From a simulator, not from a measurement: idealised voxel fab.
process module | voxel trench capacitor
cross-section cut | 160 nm wide | cells 5 nm
A cross-section is a grid of square cells, given in bands from the top down. A band is one or more rows of cells.
Each band's line starts with the height of the band's top and of its bottom, in nm. Then come its materials from left to right, each with its width in nm. One material with "throughout" fills the band from edge to edge. "air" is empty space.
Height 0 is the level under which the wafer as received is all one material. The lowest band goes on downwards, as in "0 down".
A width such as "30 to 40" changes by the same amount from each row of cells to the next, from the band's top row to its bottom row.
"no change" after a step means that no cell of the cross-section changed.
closed voids: empty space of 8 cells or more with no open way to the top, each as width x height at its distance from the left edge, in nm
after a step's settings: what the simulator itself notes on the step
overlay nm, on a step with a mask: how far to the right of its planned place the mask lay; to the left if negative
plan
1 op RECEIVE | material Si
2 op CONFORMAL_DEP | material SiN | thk nm 10
3 op MASKED_ETCH | tone open | mask id TRENCH | width nm 20 | pitch nm 35 | etch materials SiN | depth nm 10 | overlay nm 0
4 op MASKED_ETCH | tone open | mask id TRENCH | width nm 20 | pitch nm 35 | etch materials Si | depth nm 35 | overlay nm 0
5 op CONFORMAL_DEP | material SiO2 | thk nm 5
6 op FILL_DEP | material polySi | thk nm 10
7 op CMP | height nm 10
as received, after step 1
  0 down: Si throughout
  closed voids: none
a wafer at the end: this start, this plan, one mistake
  10 to 0: SiN 35 | SiO2 5 | polySi 10 | SiO2 5 | SiN 15 | SiO2 5 | polySi 10 | SiO2 5 | SiN 15 | SiO2 5 | polySi 10 | SiO2 5 | SiN 35
  0 to -40: Si 35 | SiO2 5 | polySi 10 | SiO2 5 | Si 15 | SiO2 5 | polySi 10 | SiO2 5 | Si 15 | SiO2 5 | polySi 10 | SiO2 5 | Si 35
  -40 to -45: Si 35 | SiO2 20 | Si 15 | SiO2 20 | Si 15 | SiO2 20 | Si 35
  -45 down: Si throughout
  closed voids: none
what went wrong: step 4 ran as: op MASKED_ETCH | tone open | mask id TRENCH | width nm 20 | pitch nm 35 | etch materials Si | depth nm 45 | overlay nm 0
